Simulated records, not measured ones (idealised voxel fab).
process module | voxel ribs on slabs
cross-section cut | 185 nm wide | cells 5 nm
A cross-section is a grid of square cells, given in bands from the top down. A band is one or more rows of cells.
Each band's line starts with the height of the band's top and of its bottom, in nm. Then come its materials from left to right, each with its width in nm. One material with "throughout" fills the band from edge to edge. "air" is empty space.
Height 0 is the level under which the wafer as received is all one material. The lowest band goes on downwards, as in "0 down".
A width such as "30 to 40" changes by the same amount from each row of cells to the next, from the band's top row to its bottom row.
"no change" after a step means that no cell of the cross-section changed.
closed voids: empty space of 8 cells or more with no open way to the top, each as width x height at its distance from the left edge, in nm
after a step's settings: what the simulator itself notes on the step
overlay nm, on a step with a mask: how far to the right of its planned place the mask lay; to the left if negative
plan
1 op RECEIVE | material Si
2 op DIRECTIONAL_DEP | material SiO2 | thk nm 25
3 op DIRECTIONAL_DEP | material polySi | thk nm 15
4 op PATTERN | tone cover | mask id RIB | material resist | width nm 15 | thk nm 20 | overlay nm 0
5 op DIRECTIONAL_ETCH | etch materials polySi | depth nm 5
6 op STRIP | etch materials resist
7 op PATTERN | tone cover | mask id SLAB | material resist | width nm 55 | thk nm 20 | overlay nm 0
8 op DIRECTIONAL_ETCH | etch materials polySi | depth nm 10
9 op STRIP | etch materials resist
10 op FILL_DEP | material SiO2 | thk nm 20
11 op CMP | height nm 50
12 op DIRECTIONAL_DEP | material TiN | thk nm 5
13 op PATTERN | tone cover | mask id HEATER | material resist | width nm 25 | thk nm 20 | overlay nm 0
14 op DIRECTIONAL_ETCH | etch materials TiN | depth nm 5
15 op STRIP | etch materials resist
16 op CONFORMAL_DEP | material SiO2 | thk nm 5
first wafer, as planned
as received, after step 1
  0 down: Si throughout
  closed voids: none
after step 2
  25 to 0: SiO2 throughout
  below 0: unchanged
after step 3
  40 to 25: polySi throughout
  below 25: unchanged
after step 4
  60 to 40: air 85 | resist 15 | air 85
  below 40: unchanged
after step 5
  60 to 40: air 85 | resist 15 | air 85
  40 to 35: air 85 | polySi 15 | air 85
  below 35: unchanged
after step 6
  40 to 35: air 85 | polySi 15 | air 85
  below 35: unchanged
after step 7
  60 to 40: air 65 | resist 55 | air 65
  40 to 35: air 65 | resist 20 | polySi 15 | resist 20 | air 65
  below 35: unchanged
after step 8
  60 to 40: air 65 | resist 55 | air 65
  40 to 35: air 65 | resist 20 | polySi 15 | resist 20 | air 65
  35 to 25: air 65 | polySi 55 | air 65
  below 25: unchanged
after step 9
  40 to 35: air 85 | polySi 15 | air 85
  below 35: unchanged
after step 10
  60 to 40: SiO2 throughout
  40 to 35: SiO2 85 | polySi 15 | SiO2 85
  35 to 25: SiO2 65 | polySi 55 | SiO2 65
  below 25: unchanged
after step 11
  50 to 40: SiO2 throughout
  below 40: unchanged
after step 12
  55 to 50: TiN throughout
  below 50: unchanged
after step 13
  75 to 55: air 80 | resist 25 | air 80
  below 55: unchanged
after step 14
  75 to 55: air 80 | resist 25 | air 80
  55 to 50: air 80 | TiN 25 | air 80
  below 50: unchanged
after step 15
  55 to 50: air 80 | TiN 25 | air 80
  below 50: unchanged
after step 16
  60 to 55: air 75 | SiO2 35 | air 75
  55 to 50: SiO2 80 | TiN 25 | SiO2 80
  below 50: unchanged
second wafer: like start, like plan, one mistake. Through step 2 it matches the first wafer
when step 3 should have ended
  55 to 25: polySi throughout
  below 25: unchanged
when step 4 should have ended
  75 to 55: air 85 | resist 15 | air 85
  below 55: unchanged
when step 5 should have ended
  75 to 55: air 85 | resist 15 | air 85
  55 to 50: air 85 | polySi 15 | air 85
  below 50: unchanged
when step 6 should have ended
  55 to 50: air 85 | polySi 15 | air 85
  below 50: unchanged
when step 7 should have ended
  75 to 55: air 65 | resist 55 | air 65
  55 to 50: air 65 | resist 20 | polySi 15 | resist 20 | air 65
  below 50: unchanged
when step 8 should have ended
  75 to 55: air 65 | resist 55 | air 65
  55 to 50: air 65 | resist 20 | polySi 15 | resist 20 | air 65
  50 to 40: air 65 | polySi 55 | air 65
  below 40: unchanged
when step 9 should have ended
  55 to 50: air 85 | polySi 15 | air 85
  below 50: unchanged
when step 10 should have ended
  75 to 55: SiO2 throughout
  55 to 50: SiO2 85 | polySi 15 | SiO2 85
  50 to 40: SiO2 65 | polySi 55 | SiO2 65
  below 40: unchanged
when step 11 should have ended
  50 to 40: SiO2 65 | polySi 55 | SiO2 65
  below 40: unchanged
when step 12 should have ended
  55 to 50: TiN throughout
  below 50: unchanged
when step 13 should have ended
  75 to 55: air 80 | resist 25 | air 80
  below 55: unchanged
when step 14 should have ended
  75 to 55: air 80 | resist 25 | air 80
  55 to 50: air 80 | TiN 25 | air 80
  below 50: unchanged
when step 15 should have ended
  55 to 50: air 80 | TiN 25 | air 80
  below 50: unchanged
when step 16 should have ended
  60 to 55: air 75 | SiO2 35 | air 75
  55 to 50: SiO2 80 | TiN 25 | SiO2 80
  below 50: unchanged
what went wrong: step 3 was run twice
at the end the second wafer has, in cells: 108 fewer of SiO2 | 108 more of polySi
